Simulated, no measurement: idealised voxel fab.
Title: Process Module voxel capacitor over wiring
The cross-section shown here is cut; it is 250 nm wide and divided into square cells measuring 5 nm on a side.
How to read a cross-section here: the picture is a grid of square cells, written as bands going from the top down, and any band can span one or more rows of cells. Band: top and bottom heights (nm) first, top before bottom; then materials from left to right, widths in nm. "full width" marks a sole material filling the band edge to edge. "blank" denotes empty space. Height datum 0, below which the as-received substrate wafer is one material. Lowest band open at the bottom, running downward: "z 0 and below". Think of "30..40" as a width that walks from the first number to the second as you go down the band, top row to bottom row, taking equal-sized steps from row to row. You'll sometimes find "remained unchanged" written for a step, and that's the way of saying that nowhere in the cross-section did a cell change during that step. "Cavities, sealed": empty spaces of 8 cells or more with no open way to the top, each given as width x height at distance, distance from the left edge, all in nm. Anything after a step's settings on that line? It's the simulator's own note about the step. "overlay nm" denotes, for a step that has a mask, the displacement of the mask to the right of its planned place, with negative values corresponding to the left.
LIST OF PLANNED PROCESS STEPS
- 1: RECEIVE,material Si
- 2: CONFORMAL_DEP,material SiO2,thk nm 15
- 3: DIRECTIONAL_DEP,material TiN,thk nm 5
- 4: DIRECTIONAL_DEP,material W,thk nm 15
- 5: MASKED_ETCH,tone cover,mask id METAL_1,width nm 25,pitch nm 75,etch materials W,depth nm 15,overlay nm 0
- 6: MASKED_ETCH,tone cover,mask id METAL_1,width nm 25,pitch nm 75,etch materials TiN,depth nm 5,overlay nm 0
- 7: FILL_DEP,material lowk,thk nm 10
- 8: CMP,height nm 35
- 9: CONFORMAL_DEP,material SiCN,thk nm 5
- 10: DIRECTIONAL_DEP,material SiO2,thk nm 15
- 11: DIRECTIONAL_DEP,material aC,thk nm 15
- 12: PATTERN,tone open,mask id PLUG_1,material resist,width nm 15,thk nm 30,overlay nm 0
- 13: DIRECTIONAL_ETCH,etch materials aC,depth nm 15
- 14: STRIP,etch materials resist
- 15: DIRECTIONAL_ETCH,etch materials SiO2,depth nm 15
- 16: DIRECTIONAL_ETCH,etch materials SiCN,depth nm 5
- 17: STRIP,etch materials aC
- 18: CONFORMAL_DEP,material TiN,thk nm 5
- 19: FILL_DEP,material Cu,thk nm 10
- 20: CMP,height nm 55
- 21: DIRECTIONAL_DEP,material TiN,thk nm 5
- 22: DIRECTIONAL_DEP,material Al2O3,thk nm 5
- 23: DIRECTIONAL_DEP,material TiN,thk nm 10
- 24: DIRECTIONAL_DEP,material aC,thk nm 10
- 25: PATTERN,tone cover,mask id UPPER_PLATE,material resist,width nm 55,thk nm 30,overlay nm 0
- 26: DIRECTIONAL_ETCH,etch materials aC,depth nm 10
- 27: STRIP,etch materials resist
- 28: DIRECTIONAL_ETCH,etch materials TiN,depth nm 10
- 29: DIRECTIONAL_ETCH,etch materials Al2O3,depth nm 5
- 30: STRIP,etch materials aC
- 31: DIRECTIONAL_DEP,material aC,thk nm 15
- 32: PATTERN,tone cover,mask id LOWER_PLATE,material resist,width nm 65,thk nm 30,overlay nm 0
- 33: DIRECTIONAL_ETCH,etch materials aC,depth nm 15
- 34: STRIP,etch materials resist
- 35: DIRECTIONAL_ETCH,etch materials TiN,depth nm 5
- 36: STRIP,etch materials aC
- 37: FILL_DEP,material SiO2,thk nm 20
- 38: CMP,height nm 90
- 39: DIRECTIONAL_DEP,material aC,thk nm 10
- 40: PATTERN,tone open,mask id PLUG_2,material resist,width nm 15,thk nm 30,overlay nm 0
- 41: DIRECTIONAL_ETCH,etch materials aC,depth nm 10
- 42: STRIP,etch materials resist
- 43: DIRECTIONAL_ETCH,etch materials SiO2,depth nm 15
- 44: STRIP,etch materials aC
- 45: CONFORMAL_DEP,material TiN,thk nm 5
- 46: FILL_DEP,material W,thk nm 5
- 47: CMP,height nm 90
- 48: CONFORMAL_DEP,material SiCN,thk nm 5
FIRST OF TWO WAFERS, PROCESSED ACCORDING TO PLAN
INCOMING WAFER IN CROSS-SECTION (STATE: AFTER STEP 1)
* z 0 and below = Si full width
* Cavities, sealed: none
CROSS-SECTION THROUGH THE WAFER, STEP 2 FINISHED
* z 15 to 0 = SiO2 full width
* Below a height of 0, the structure has not been altered.
CROSS-SECTION THROUGH THE WAFER, STEP 3 FINISHED
* z 20 to 15 = TiN full width
* Below a height of 15, the structure has not been altered.
CROSS-SECTION THROUGH THE WAFER, STEP 4 FINISHED
* z 35 to 20 = W full width
* Below a height of 20, the structure has not been altered.
CROSS-SECTION THROUGH THE WAFER, STEP 5 FINISHED
* z 35 to 20 = blank=75, W=25, blank=50, W=25, blank=75
* Below a height of 20, the structure has not been altered.
CROSS-SECTION THROUGH THE WAFER, STEP 6 FINISHED
* z 35 to 20 = blank=75, W=25, blank=50, W=25, blank=75
* z 20 to 15 = blank=75, TiN=25, blank=50, TiN=25, blank=75
* Below a height of 15, the structure has not been altered.
CROSS-SECTION THROUGH THE WAFER, STEP 7 FINISHED
* z 45 to 35 = lowk full width
* z 35 to 20 = lowk=75, W=25, lowk=50, W=25, lowk=75
* z 20 to 15 = lowk=75, TiN=25, lowk=50, TiN=25, lowk=75
* Below a height of 15, the structure has not been altered.
CROSS-SECTION THROUGH THE WAFER, STEP 8 FINISHED
* z 35 to 20 = lowk=75, W=25, lowk=50, W=25, lowk=75
* Below a height of 20, the structure has not been altered.
CROSS-SECTION THROUGH THE WAFER, STEP 9 FINISHED
* z 40 to 35 = SiCN full width
* Below a height of 35, the structure has not been altered.
CROSS-SECTION THROUGH THE WAFER, STEP 10 FINISHED
* z 55 to 40 = SiO2 full width
* Below a height of 40, the structure has not been altered.
CROSS-SECTION THROUGH THE WAFER, STEP 11 FINISHED
* z 70 to 55 = aC full width
* Below a height of 55, the structure has not been altered.
CROSS-SECTION THROUGH THE WAFER, STEP 12 FINISHED
* z 100 to 70 = resist=85, blank=15, resist=150
* Below a height of 70, the structure has not been altered.
CROSS-SECTION THROUGH THE WAFER, STEP 13 FINISHED
* z 85 to 70 = resist=85, blank=15, resist=150
* z 70 to 55 = aC=85, blank=15, aC=150
* Below a height of 55, the structure has not been altered.
CROSS-SECTION THROUGH THE WAFER, STEP 14 FINISHED
* z 70 to 55 = aC=85, blank=15, aC=150
* Below a height of 55, the structure has not been altered.
CROSS-SECTION THROUGH THE WAFER, STEP 15 FINISHED
* z 70 to 55 = aC=85, blank=15, aC=150
* z 55 to 40 = SiO2=85, blank=15, SiO2=150
* Below a height of 40, the structure has not been altered.
CROSS-SECTION THROUGH THE WAFER, STEP 16 FINISHED
* z 70 to 55 = aC=85, blank=15, aC=150
* z 55 to 40 = SiO2=85, blank=15, SiO2=150
* z 40 to 35 = SiCN=85, blank=15, SiCN=150
* Below a height of 35, the structure has not been altered.
CROSS-SECTION THROUGH THE WAFER, STEP 17 FINISHED
* z 55 to 40 = SiO2=85, blank=15, SiO2=150
* Below a height of 40, the structure has not been altered.
CROSS-SECTION THROUGH THE WAFER, STEP 18 FINISHED
* z 60 to 55 = TiN=90, blank=5, TiN=155
* z 55 to 40 = SiO2=85, TiN=5, blank=5, TiN=5, SiO2=150
* z 40 to 35 = SiCN=85, TiN=15, SiCN=150
* Below a height of 35, the structure has not been altered.
CROSS-SECTION THROUGH THE WAFER, STEP 19 FINISHED
* z 70 to 60 = Cu full width
* z 60 to 55 = TiN=90, Cu=5, TiN=155
* z 55 to 40 = SiO2=85, TiN=5, Cu=5, TiN=5, SiO2=150
* Below a height of 40, the structure has not been altered.
CROSS-SECTION THROUGH THE WAFER, STEP 20 FINISHED
* z 55 to 40 = SiO2=85, TiN=5, Cu=5, TiN=5, SiO2=150
* Below a height of 40, the structure has not been altered.
CROSS-SECTION THROUGH THE WAFER, STEP 21 FINISHED
* z 60 to 55 = TiN full width
* Below a height of 55, the structure has not been altered.
CROSS-SECTION THROUGH THE WAFER, STEP 22 FINISHED
* z 65 to 60 = Al2O3 full width
* Below a height of 60, the structure has not been altered.
CROSS-SECTION THROUGH THE WAFER, STEP 23 FINISHED
* z 75 to 65 = TiN full width
* Below a height of 65, the structure has not been altered.
CROSS-SECTION THROUGH THE WAFER, STEP 24 FINISHED
* z 85 to 75 = aC full width
* Below a height of 75, the structure has not been altered.
CROSS-SECTION THROUGH THE WAFER, STEP 25 FINISHED
* z 115 to 85 = blank=85, resist=55, blank=110
* Below a height of 85, the structure has not been altered.
CROSS-SECTION THROUGH THE WAFER, STEP 26 FINISHED
* z 105 to 85 = blank=85, resist=55, blank=110
* z 85 to 75 = blank=85, aC=55, blank=110
* Below a height of 75, the structure has not been altered.
CROSS-SECTION THROUGH THE WAFER, STEP 27 FINISHED
* z 85 to 75 = blank=85, aC=55, blank=110
* Below a height of 75, the structure has not been altered.
CROSS-SECTION THROUGH THE WAFER, STEP 28 FINISHED
* z 85 to 75 = blank=85, aC=55, blank=110
* z 75 to 65 = blank=85, TiN=55, blank=110
* Below a height of 65, the structure has not been altered.
CROSS-SECTION THROUGH THE WAFER, STEP 29 FINISHED
* z 85 to 75 = blank=85, aC=55, blank=110
* z 75 to 65 = blank=85, TiN=55, blank=110
* z 65 to 60 = blank=85, Al2O3=55, blank=110
* Below a height of 60, the structure has not been altered.
CROSS-SECTION THROUGH THE WAFER, STEP 30 FINISHED
* z 75 to 65 = blank=85, TiN=55, blank=110
* Below a height of 65, the structure has not been altered.
CROSS-SECTION THROUGH THE WAFER, STEP 31 FINISHED
* z 90 to 75 = blank=85, aC=55, blank=110
* z 75 to 65 = aC=85, TiN=55, aC=110
* z 65 to 60 = aC=85, Al2O3=55, aC=110
* Below a height of 60, the structure has not been altered.
CROSS-SECTION THROUGH THE WAFER, STEP 32 FINISHED
* z 120 to 90 = blank=80, resist=65, blank=105
* z 90 to 75 = blank=80, resist=5, aC=55, resist=5, blank=105
* Below a height of 75, the structure has not been altered.
CROSS-SECTION THROUGH THE WAFER, STEP 33 FINISHED
* z 105 to 90 = blank=80, resist=65, blank=105
* z 90 to 75 = blank=80, resist=5, aC=55, resist=5, blank=105
* z 75 to 65 = blank=80, aC=5, TiN=55, aC=5, blank=105
* z 65 to 60 = blank=80, aC=5, Al2O3=55, aC=5, blank=105
* Below a height of 60, the structure has not been altered.
CROSS-SECTION THROUGH THE WAFER, STEP 34 FINISHED
* z 90 to 75 = blank=85, aC=55, blank=110
* Below a height of 75, the structure has not been altered.
CROSS-SECTION THROUGH THE WAFER, STEP 35 FINISHED
* z 90 to 75 = blank=85, aC=55, blank=110
* z 75 to 65 = blank=80, aC=5, TiN=55, aC=5, blank=105
* z 65 to 60 = blank=80, aC=5, Al2O3=55, aC=5, blank=105
* z 60 to 55 = blank=80, TiN=65, blank=105
* Below a height of 55, the structure has not been altered.
CROSS-SECTION THROUGH THE WAFER, STEP 36 FINISHED
* z 75 to 65 = blank=85, TiN=55, blank=110
* z 65 to 60 = blank=85, Al2O3=55, blank=110
* Below a height of 60, the structure has not been altered.
CROSS-SECTION THROUGH THE WAFER, STEP 37 FINISHED
* z 95 to 75 = SiO2 full width
* z 75 to 65 = SiO2=85, TiN=55, SiO2=110
* z 65 to 60 = SiO2=85, Al2O3=55, SiO2=110
* z 60 to 55 = SiO2=80, TiN=65, SiO2=105
* Below a height of 55, the structure has not been altered.
CROSS-SECTION THROUGH THE WAFER, STEP 38 FINISHED
* z 90 to 75 = SiO2 full width
* Below a height of 75, the structure has not been altered.
CROSS-SECTION THROUGH THE WAFER, STEP 39 FINISHED
* z 100 to 90 = aC full width
* Below a height of 90, the structure has not been altered.
CROSS-SECTION THROUGH THE WAFER, STEP 40 FINISHED
* z 130 to 100 = resist=95, blank=15, resist=140
* Below a height of 100, the structure has not been altered.
CROSS-SECTION THROUGH THE WAFER, STEP 41 FINISHED
* z 120 to 100 = resist=95, blank=15, resist=140
* z 100 to 90 = aC=95, blank=15, aC=140
* Below a height of 90, the structure has not been altered.
CROSS-SECTION THROUGH THE WAFER, STEP 42 FINISHED
* z 100 to 90 = aC=95, blank=15, aC=140
* Below a height of 90, the structure has not been altered.
CROSS-SECTION THROUGH THE WAFER, STEP 43 FINISHED
* z 100 to 90 = aC=95, blank=15, aC=140
* z 90 to 75 = SiO2=95, blank=15, SiO2=140
* Below a height of 75, the structure has not been altered.
CROSS-SECTION THROUGH THE WAFER, STEP 44 FINISHED
* z 90 to 75 = SiO2=95, blank=15, SiO2=140
* Below a height of 75, the structure has not been altered.
CROSS-SECTION THROUGH THE WAFER, STEP 45 FINISHED
* z 95 to 90 = TiN=100, blank=5, TiN=145
* z 90 to 80 = SiO2=95, TiN=5, blank=5, TiN=5, SiO2=140
* z 80 to 75 = SiO2=95, TiN=15, SiO2=140
* Below a height of 75, the structure has not been altered.
CROSS-SECTION THROUGH THE WAFER, STEP 46 FINISHED
* z 100 to 95 = W full width
* z 95 to 90 = TiN=100, W=5, TiN=145
* z 90 to 80 = SiO2=95, TiN=5, W=5, TiN=5, SiO2=140
* Below a height of 80, the structure has not been altered.
CROSS-SECTION THROUGH THE WAFER, STEP 47 FINISHED
* z 90 to 80 = SiO2=95, TiN=5, W=5, TiN=5, SiO2=140
* Below a height of 80, the structure has not been altered.
CROSS-SECTION THROUGH THE WAFER, STEP 48 FINISHED
* z 95 to 90 = SiCN full width
* Below a height of 90, the structure has not been altered.
THE REMAINING WAFER, SECOND OF THE TWO, STARTED LIKE THE FIRST AND WAS RUN TO THE SAME PLAN, EXCEPT THAT ONE MISTAKE WAS MADE ALONG THE WAY; THE TWO COINCIDE THROUGH STEP 4, INCLUSIVE
CROSS-SECTION: SECOND WAFER, TIME AT WHICH STEP 5 WAS SCHEDULED TO END
* z 35 to 20 = blank=80, W=15, blank=60, W=15, blank=80
* Below a height of 20, the structure has not been altered.
CROSS-SECTION: SECOND WAFER, TIME AT WHICH STEP 6 WAS SCHEDULED TO END
* z 35 to 20 = blank=80, W=15, blank=60, W=15, blank=80
* z 20 to 15 = blank=75, TiN=25, blank=50, TiN=25, blank=75
* Below a height of 15, the structure has not been altered.
CROSS-SECTION: SECOND WAFER, TIME AT WHICH STEP 7 WAS SCHEDULED TO END
* z 45 to 35 = lowk full width
* z 35 to 20 = lowk=80, W=15, lowk=60, W=15, lowk=80
* z 20 to 15 = lowk=75, TiN=25, lowk=50, TiN=25, lowk=75
* Below a height of 15, the structure has not been altered.
CROSS-SECTION: SECOND WAFER, TIME AT WHICH STEP 8 WAS SCHEDULED TO END
* z 35 to 20 = lowk=80, W=15, lowk=60, W=15, lowk=80
* Below a height of 20, the structure has not been altered.
CROSS-SECTION: SECOND WAFER, TIME AT WHICH STEP 9 WAS SCHEDULED TO END
* z 40 to 35 = SiCN full width
* Below a height of 35, the structure has not been altered.
CROSS-SECTION: SECOND WAFER, TIME AT WHICH STEP 10 WAS SCHEDULED TO END
* z 55 to 40 = SiO2 full width
* Below a height of 40, the structure has not been altered.
CROSS-SECTION: SECOND WAFER, TIME AT WHICH STEP 11 WAS SCHEDULED TO END
* z 70 to 55 = aC full width
* Below a height of 55, the structure has not been altered.
CROSS-SECTION: SECOND WAFER, TIME AT WHICH STEP 12 WAS SCHEDULED TO END
* z 100 to 70 = resist=85, blank=15, resist=150
* Below a height of 70, the structure has not been altered.
CROSS-SECTION: SECOND WAFER, TIME AT WHICH STEP 13 WAS SCHEDULED TO END
* z 85 to 70 = resist=85, blank=15, resist=150
* z 70 to 55 = aC=85, blank=15, aC=150
* Below a height of 55, the structure has not been altered.
CROSS-SECTION: SECOND WAFER, TIME AT WHICH STEP 14 WAS SCHEDULED TO END
* z 70 to 55 = aC=85, blank=15, aC=150
* Below a height of 55, the structure has not been altered.
CROSS-SECTION: SECOND WAFER, TIME AT WHICH STEP 15 WAS SCHEDULED TO END
* z 70 to 55 = aC=85, blank=15, aC=150
* z 55 to 40 = SiO2=85, blank=15, SiO2=150
* Below a height of 40, the structure has not been altered.
CROSS-SECTION: SECOND WAFER, TIME AT WHICH STEP 16 WAS SCHEDULED TO END
* z 70 to 55 = aC=85, blank=15, aC=150
* z 55 to 40 = SiO2=85, blank=15, SiO2=150
* z 40 to 35 = SiCN=85, blank=15, SiCN=150
* Below a height of 35, the structure has not been altered.
CROSS-SECTION: SECOND WAFER, TIME AT WHICH STEP 17 WAS SCHEDULED TO END
* z 55 to 40 = SiO2=85, blank=15, SiO2=150
* Below a height of 40, the structure has not been altered.
CROSS-SECTION: SECOND WAFER, TIME AT WHICH STEP 18 WAS SCHEDULED TO END
* z 60 to 55 = TiN=90, blank=5, TiN=155
* z 55 to 40 = SiO2=85, TiN=5, blank=5, TiN=5, SiO2=150
* z 40 to 35 = SiCN=85, TiN=15, SiCN=150
* Below a height of 35, the structure has not been altered.
CROSS-SECTION: SECOND WAFER, TIME AT WHICH STEP 19 WAS SCHEDULED TO END
* z 70 to 60 = Cu full width
* z 60 to 55 = TiN=90, Cu=5, TiN=155
* z 55 to 40 = SiO2=85, TiN=5, Cu=5, TiN=5, SiO2=150
* Below a height of 40, the structure has not been altered.
CROSS-SECTION: SECOND WAFER, TIME AT WHICH STEP 20 WAS SCHEDULED TO END
* z 55 to 40 = SiO2=85, TiN=5, Cu=5, TiN=5, SiO2=150
* Below a height of 40, the structure has not been altered.
CROSS-SECTION: SECOND WAFER, TIME AT WHICH STEP 21 WAS SCHEDULED TO END
* z 60 to 55 = TiN full width
* Below a height of 55, the structure has not been altered.
CROSS-SECTION: SECOND WAFER, TIME AT WHICH STEP 22 WAS SCHEDULED TO END
* z 65 to 60 = Al2O3 full width
* Below a height of 60, the structure has not been altered.
CROSS-SECTION: SECOND WAFER, TIME AT WHICH STEP 23 WAS SCHEDULED TO END
* z 75 to 65 = TiN full width
* Below a height of 65, the structure has not been altered.
CROSS-SECTION: SECOND WAFER, TIME AT WHICH STEP 24 WAS SCHEDULED TO END
* z 85 to 75 = aC full width
* Below a height of 75, the structure has not been altered.
CROSS-SECTION: SECOND WAFER, TIME AT WHICH STEP 25 WAS SCHEDULED TO END
* z 115 to 85 = blank=85, resist=55, blank=110
* Below a height of 85, the structure has not been altered.
CROSS-SECTION: SECOND WAFER, TIME AT WHICH STEP 26 WAS SCHEDULED TO END
* z 105 to 85 = blank=85, resist=55, blank=110
* z 85 to 75 = blank=85, aC=55, blank=110
* Below a height of 75, the structure has not been altered.
CROSS-SECTION: SECOND WAFER, TIME AT WHICH STEP 27 WAS SCHEDULED TO END
* z 85 to 75 = blank=85, aC=55, blank=110
* Below a height of 75, the structure has not been altered.
CROSS-SECTION: SECOND WAFER, TIME AT WHICH STEP 28 WAS SCHEDULED TO END
* z 85 to 75 = blank=85, aC=55, blank=110
* z 75 to 65 = blank=85, TiN=55, blank=110
* Below a height of 65, the structure has not been altered.
CROSS-SECTION: SECOND WAFER, TIME AT WHICH STEP 29 WAS SCHEDULED TO END
* z 85 to 75 = blank=85, aC=55, blank=110
* z 75 to 65 = blank=85, TiN=55, blank=110
* z 65 to 60 = blank=85, Al2O3=55, blank=110
* Below a height of 60, the structure has not been altered.
CROSS-SECTION: SECOND WAFER, TIME AT WHICH STEP 30 WAS SCHEDULED TO END
* z 75 to 65 = blank=85, TiN=55, blank=110
* Below a height of 65, the structure has not been altered.
CROSS-SECTION: SECOND WAFER, TIME AT WHICH STEP 31 WAS SCHEDULED TO END
* z 90 to 75 = blank=85, aC=55, blank=110
* z 75 to 65 = aC=85, TiN=55, aC=110
* z 65 to 60 = aC=85, Al2O3=55, aC=110
* Below a height of 60, the structure has not been altered.
CROSS-SECTION: SECOND WAFER, TIME AT WHICH STEP 32 WAS SCHEDULED TO END
* z 120 to 90 = blank=80, resist=65, blank=105
* z 90 to 75 = blank=80, resist=5, aC=55, resist=5, blank=105
* Below a height of 75, the structure has not been altered.
CROSS-SECTION: SECOND WAFER, TIME AT WHICH STEP 33 WAS SCHEDULED TO END
* z 105 to 90 = blank=80, resist=65, blank=105
* z 90 to 75 = blank=80, resist=5, aC=55, resist=5, blank=105
* z 75 to 65 = blank=80, aC=5, TiN=55, aC=5, blank=105
* z 65 to 60 = blank=80, aC=5, Al2O3=55, aC=5, blank=105
* Below a height of 60, the structure has not been altered.
CROSS-SECTION: SECOND WAFER, TIME AT WHICH STEP 34 WAS SCHEDULED TO END
* z 90 to 75 = blank=85, aC=55, blank=110
* Below a height of 75, the structure has not been altered.
CROSS-SECTION: SECOND WAFER, TIME AT WHICH STEP 35 WAS SCHEDULED TO END
* z 90 to 75 = blank=85, aC=55, blank=110
* z 75 to 65 = blank=80, aC=5, TiN=55, aC=5, blank=105
* z 65 to 60 = blank=80, aC=5, Al2O3=55, aC=5, blank=105
* z 60 to 55 = blank=80, TiN=65, blank=105
* Below a height of 55, the structure has not been altered.
CROSS-SECTION: SECOND WAFER, TIME AT WHICH STEP 36 WAS SCHEDULED TO END
* z 75 to 65 = blank=85, TiN=55, blank=110
* z 65 to 60 = blank=85, Al2O3=55, blank=110
* Below a height of 60, the structure has not been altered.
CROSS-SECTION: SECOND WAFER, TIME AT WHICH STEP 37 WAS SCHEDULED TO END
* z 95 to 75 = SiO2 full width
* z 75 to 65 = SiO2=85, TiN=55, SiO2=110
* z 65 to 60 = SiO2=85, Al2O3=55, SiO2=110
* z 60 to 55 = SiO2=80, TiN=65, SiO2=105
* Below a height of 55, the structure has not been altered.
CROSS-SECTION: SECOND WAFER, TIME AT WHICH STEP 38 WAS SCHEDULED TO END
* z 90 to 75 = SiO2 full width
* Below a height of 75, the structure has not been altered.
CROSS-SECTION: SECOND WAFER, TIME AT WHICH STEP 39 WAS SCHEDULED TO END
* z 100 to 90 = aC full width
* Below a height of 90, the structure has not been altered.
CROSS-SECTION: SECOND WAFER, TIME AT WHICH STEP 40 WAS SCHEDULED TO END
* z 130 to 100 = resist=95, blank=15, resist=140
* Below a height of 100, the structure has not been altered.
CROSS-SECTION: SECOND WAFER, TIME AT WHICH STEP 41 WAS SCHEDULED TO END
* z 120 to 100 = resist=95, blank=15, resist=140
* z 100 to 90 = aC=95, blank=15, aC=140
* Below a height of 90, the structure has not been altered.
CROSS-SECTION: SECOND WAFER, TIME AT WHICH STEP 42 WAS SCHEDULED TO END
* z 100 to 90 = aC=95, blank=15, aC=140
* Below a height of 90, the structure has not been altered.
CROSS-SECTION: SECOND WAFER, TIME AT WHICH STEP 43 WAS SCHEDULED TO END
* z 100 to 90 = aC=95, blank=15, aC=140
* z 90 to 75 = SiO2=95, blank=15, SiO2=140
* Below a height of 75, the structure has not been altered.
CROSS-SECTION: SECOND WAFER, TIME AT WHICH STEP 44 WAS SCHEDULED TO END
* z 90 to 75 = SiO2=95, blank=15, SiO2=140
* Below a height of 75, the structure has not been altered.
CROSS-SECTION: SECOND WAFER, TIME AT WHICH STEP 45 WAS SCHEDULED TO END
* z 95 to 90 = TiN=100, blank=5, TiN=145
* z 90 to 80 = SiO2=95, TiN=5, blank=5, TiN=5, SiO2=140
* z 80 to 75 = SiO2=95, TiN=15, SiO2=140
* Below a height of 75, the structure has not been altered.
CROSS-SECTION: SECOND WAFER, TIME AT WHICH STEP 46 WAS SCHEDULED TO END
* z 100 to 95 = W full width
* z 95 to 90 = TiN=100, W=5, TiN=145
* z 90 to 80 = SiO2=95, TiN=5, W=5, TiN=5, SiO2=140
* Below a height of 80, the structure has not been altered.
CROSS-SECTION: SECOND WAFER, TIME AT WHICH STEP 47 WAS SCHEDULED TO END
* z 90 to 80 = SiO2=95, TiN=5, W=5, TiN=5, SiO2=140
* Below a height of 80, the structure has not been altered.
CROSS-SECTION: SECOND WAFER, TIME AT WHICH STEP 48 WAS SCHEDULED TO END
* z 95 to 90 = SiCN full width
* Below a height of 90, the structure has not been altered.
Run error: in deviation from the planned setting, step 5 was conducted as MASKED_ETCH,tone cover,mask id METAL_1,width nm 15,pitch nm 75,etch materials W,depth nm 15,overlay nm 0
The final cell counts differ between the wafers, with the second having more or fewer of some materials than the first: W -12, lowk +12
